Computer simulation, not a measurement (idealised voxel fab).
process module | voxel air gaps
Each square cell in cross-section cut measures 5 nm, and the section as a whole is 175 nm wide.
If you're reading a cross-section in this doc, picture square cells in a grid; it comes to you as bands, top ones listed first down to the bottom, and a band can be one or more rows of cells.
What a band's entry tells you: where the top is and where the bottom is, as heights in nm, and after that what lies inside, material by material from left to right, each with its width in nm. Empty space is written as the word "blank", and a single material marked with the word "everywhere" occupies the band from edge to edge.
Convention: height 0 is the level below which the wafer, as received, is all one material. The lowest band does not terminate at the bottom but continues downward, represented as "0 -> down".
Note: "30->40" means the width goes from the first number (top row of the band) to the second number (bottom row) in equal steps per row of cells.
Take "remained the same" at face value: in the step it is given for, the cross-section changed in none of its cells.
Look at "Listed closed voids" for the closed voids: empty spaces with no open path to the top, sized 8 cells or up. Each is width x height at distance, distance from the left edge, all nm.
Anything after a step's settings on that line? It's the simulator's own note about the step.
"overlay nm", when on a step's line for a step with a mask, measures how far to the right of its planned place the mask lay; a negative measure means to the left.

Process steps - plan
- 1: RECEIVE | material Si
- 2: CONFORMAL_DEP | material SiO2 | thk nm 15
- 3: CONFORMAL_DEP | material SiCN | thk nm 5
- 4: DIRECTIONAL_DEP | material SiO2 | thk nm 30
- 5: DIRECTIONAL_DEP | material aC | thk nm 15
- 6: PATTERN | tone open | mask id LINES | material resist | width nm 25 | pitch nm 50 | thk nm 35 | overlay nm 0
- 7: DIRECTIONAL_ETCH | etch materials aC | depth nm 15
- 8: STRIP | etch materials resist
- 9: DIRECTIONAL_ETCH | etch materials SiO2 | depth nm 30
- 10: STRIP | etch materials aC
- 11: CONFORMAL_DEP | material TiN | thk nm 5
- 12: FILL_DEP | material Cu | thk nm 10
- 13: CMP | height nm 50
- 14: EPI | material Ru | thk nm 10
- 15: SELECTIVE_ETCH | etch materials SiO2 | depth nm 40
- 16: CONFORMAL_DEP | material SiCN | thk nm 5

First wafer out of two, processed as planned

Incoming wafer, cross-sectional view, post step 1
	0 -> down = Si everywhere
	Listed closed voids: none

Take a look at the wafer's cross-section after step 2
	15 -> 0 = SiO2 everywhere
	Unchanged below 0.

Take a look at the wafer's cross-section after step 3
	20 -> 15 = SiCN everywhere
	Unchanged below 15.

Take a look at the wafer's cross-section after step 4
	50 -> 20 = SiO2 everywhere
	Unchanged below 20.

Take a look at the wafer's cross-section after step 5
	65 -> 50 = aC everywhere
	Unchanged below 50.

Take a look at the wafer's cross-section after step 6
	100 -> 65 = 25 of resist  25 of blank  25 of resist  25 of blank  25 of resist  25 of blank  25 of resist
	Unchanged below 65.

Take a look at the wafer's cross-section after step 7
	85 -> 65 = 25 of resist  25 of blank  25 of resist  25 of blank  25 of resist  25 of blank  25 of resist
	65 -> 50 = 25 of aC  25 of blank  25 of aC  25 of blank  25 of aC  25 of blank  25 of aC
	Unchanged below 50.

Take a look at the wafer's cross-section after step 8
	65 -> 50 = 25 of aC  25 of blank  25 of aC  25 of blank  25 of aC  25 of blank  25 of aC
	Unchanged below 50.

Take a look at the wafer's cross-section after step 9
	65 -> 50 = 25 of aC  25 of blank  25 of aC  25 of blank  25 of aC  25 of blank  25 of aC
	50 -> 20 = 25 of SiO2  25 of blank  25 of SiO2  25 of blank  25 of SiO2  25 of blank  25 of SiO2
	Unchanged below 20.

Take a look at the wafer's cross-section after step 10
	50 -> 20 = 25 of SiO2  25 of blank  25 of SiO2  25 of blank  25 of SiO2  25 of blank  25 of SiO2
	Unchanged below 20.

Take a look at the wafer's cross-section after step 11
	55 -> 50 = 30 of TiN  15 of blank  35 of TiN  15 of blank  35 of TiN  15 of blank  30 of TiN
	50 -> 25 = 25 of SiO2  5 of TiN  15 of blank  5 of TiN  25 of SiO2  5 of TiN  15 of blank  5 of TiN  25 of SiO2  5 of TiN  15 of blank  5 of TiN  25 of SiO2
	25 -> 20 = 25 of SiO2  25 of TiN  25 of SiO2  25 of TiN  25 of SiO2  25 of TiN  25 of SiO2
	Unchanged below 20.

Take a look at the wafer's cross-section after step 12
	65 -> 55 = Cu everywhere
	55 -> 50 = 30 of TiN  15 of Cu  35 of TiN  15 of Cu  35 of TiN  15 of Cu  30 of TiN
	50 -> 25 = 25 of SiO2  5 of TiN  15 of Cu  5 of TiN  25 of SiO2  5 of TiN  15 of Cu  5 of TiN  25 of SiO2  5 of TiN  15 of Cu  5 of TiN  25 of SiO2
	Unchanged below 25.

Take a look at the wafer's cross-section after step 13
	50 -> 25 = 25 of SiO2  5 of TiN  15 of Cu  5 of TiN  25 of SiO2  5 of TiN  15 of Cu  5 of TiN  25 of SiO2  5 of TiN  15 of Cu  5 of TiN  25 of SiO2
	Unchanged below 25.

Take a look at the wafer's cross-section after step 14
	60 -> 50 = 15 of blank  45 of Ru  5 of blank  45 of Ru  5 of blank  45 of Ru  15 of blank
	Unchanged below 50.

Take a look at the wafer's cross-section after step 15
	60 -> 50 = 15 of blank  45 of Ru  5 of blank  45 of Ru  5 of blank  45 of Ru  15 of blank
	50 -> 25 = 25 of blank  5 of TiN  15 of Cu  5 of TiN  25 of blank  5 of TiN  15 of Cu  5 of TiN  25 of blank  5 of TiN  15 of Cu  5 of TiN  25 of blank
	25 -> 20 = 25 of blank  25 of TiN  25 of blank  25 of TiN  25 of blank  25 of TiN  25 of blank
	Unchanged below 20.

Take a look at the wafer's cross-section after step 16
	65 -> 60 = 10 of blank  155 of SiCN  10 of blank
	60 -> 50 = 10 of blank  5 of SiCN  45 of Ru  5 of SiCN  45 of Ru  5 of SiCN  45 of Ru  5 of SiCN  10 of blank
	50 -> 45 = 10 of blank  15 of SiCN  5 of TiN  15 of Cu  5 of TiN  25 of SiCN  5 of TiN  15 of Cu  5 of TiN  25 of SiCN  5 of TiN  15 of Cu  5 of TiN  15 of SiCN  10 of blank
	45 -> 25 = 20 of blank  5 of SiCN  5 of TiN  15 of Cu  5 of TiN  5 of SiCN  15 of blank  5 of SiCN  5 of TiN  15 of Cu  5 of TiN  5 of SiCN  15 of blank  5 of SiCN  5 of TiN  15 of Cu  5 of TiN  5 of SiCN  20 of blank
	25 -> 20 = 25 of SiCN  25 of TiN  25 of SiCN  25 of TiN  25 of SiCN  25 of TiN  25 of SiCN
	Unchanged below 20.
	Listed closed voids: 15 x 20 at 55; 15 x 20 at 105

The Second Wafer: Common Origin and Plan, One Mistake in Execution, Identical to the First Through Step 5

Second wafer, cut view, end of step 6 per plan
	100 -> 65 = 35 of resist  25 of blank  25 of resist  25 of blank  25 of resist  25 of blank  15 of resist
	Unchanged below 65.

Second wafer, cut view, end of step 7 per plan
	85 -> 65 = 35 of resist  25 of blank  25 of resist  25 of blank  25 of resist  25 of blank  15 of resist
	65 -> 50 = 35 of aC  25 of blank  25 of aC  25 of blank  25 of aC  25 of blank  15 of aC
	Unchanged below 50.

Second wafer, cut view, end of step 8 per plan
	65 -> 50 = 35 of aC  25 of blank  25 of aC  25 of blank  25 of aC  25 of blank  15 of aC
	Unchanged below 50.

Second wafer, cut view, end of step 9 per plan
	65 -> 50 = 35 of aC  25 of blank  25 of aC  25 of blank  25 of aC  25 of blank  15 of aC
	50 -> 20 = 35 of SiO2  25 of blank  25 of SiO2  25 of blank  25 of SiO2  25 of blank  15 of SiO2
	Unchanged below 20.

Second wafer, cut view, end of step 10 per plan
	50 -> 20 = 35 of SiO2  25 of blank  25 of SiO2  25 of blank  25 of SiO2  25 of blank  15 of SiO2
	Unchanged below 20.

Second wafer, cut view, end of step 11 per plan
	55 -> 50 = 40 of TiN  15 of blank  35 of TiN  15 of blank  35 of TiN  15 of blank  20 of TiN
	50 -> 25 = 35 of SiO2  5 of TiN  15 of blank  5 of TiN  25 of SiO2  5 of TiN  15 of blank  5 of TiN  25 of SiO2  5 of TiN  15 of blank  5 of TiN  15 of SiO2
	25 -> 20 = 35 of SiO2  25 of TiN  25 of SiO2  25 of TiN  25 of SiO2  25 of TiN  15 of SiO2
	Unchanged below 20.

Second wafer, cut view, end of step 12 per plan
	65 -> 55 = Cu everywhere
	55 -> 50 = 40 of TiN  15 of Cu  35 of TiN  15 of Cu  35 of TiN  15 of Cu  20 of TiN
	50 -> 25 = 35 of SiO2  5 of TiN  15 of Cu  5 of TiN  25 of SiO2  5 of TiN  15 of Cu  5 of TiN  25 of SiO2  5 of TiN  15 of Cu  5 of TiN  15 of SiO2
	Unchanged below 25.

Second wafer, cut view, end of step 13 per plan
	50 -> 25 = 35 of SiO2  5 of TiN  15 of Cu  5 of TiN  25 of SiO2  5 of TiN  15 of Cu  5 of TiN  25 of SiO2  5 of TiN  15 of Cu  5 of TiN  15 of SiO2
	Unchanged below 25.

Second wafer, cut view, end of step 14 per plan
	60 -> 50 = 25 of blank  45 of Ru  5 of blank  45 of Ru  5 of blank  45 of Ru  5 of blank
	Unchanged below 50.

Second wafer, cut view, end of step 15 per plan
	60 -> 50 = 25 of blank  45 of Ru  5 of blank  45 of Ru  5 of blank  45 of Ru  5 of blank
	50 -> 25 = 35 of blank  5 of TiN  15 of Cu  5 of TiN  25 of blank  5 of TiN  15 of Cu  5 of TiN  25 of blank  5 of TiN  15 of Cu  5 of TiN  15 of blank
	25 -> 20 = 35 of blank  25 of TiN  25 of blank  25 of TiN  25 of blank  25 of TiN  15 of blank
	Unchanged below 20.

Second wafer, cut view, end of step 16 per plan
	65 -> 60 = 20 of blank  155 of SiCN
	60 -> 50 = 20 of blank  5 of SiCN  45 of Ru  5 of SiCN  45 of Ru  5 of SiCN  45 of Ru  5 of SiCN
	50 -> 45 = 20 of blank  15 of SiCN  5 of TiN  15 of Cu  5 of TiN  25 of SiCN  5 of TiN  15 of Cu  5 of TiN  25 of SiCN  5 of TiN  15 of Cu  5 of TiN  15 of SiCN
	45 -> 25 = 30 of blank  5 of SiCN  5 of TiN  15 of Cu  5 of TiN  5 of SiCN  15 of blank  5 of SiCN  5 of TiN  15 of Cu  5 of TiN  5 of SiCN  15 of blank  5 of SiCN  5 of TiN  15 of Cu  5 of TiN  5 of SiCN  10 of blank
	25 -> 20 = 35 of SiCN  25 of TiN  25 of SiCN  25 of TiN  25 of SiCN  25 of TiN  15 of SiCN
	Unchanged below 20.
	Listed closed voids: 15 x 20 at 65; 15 x 20 at 115; 10 x 20 at 165
What was done differently from what was planned? so step 6 ended up running with a different setting than we planned, it ran as PATTERN | tone open | mask id LINES | material resist | width nm 25 | pitch nm 50 | thk nm 35 | overlay nm 10
Matching per-material cell counts, mismatched positions: that is how the second wafer compares with the first at the end.
Note - end result: 2 closed voids (first wafer), 3 closed voids (second wafer).
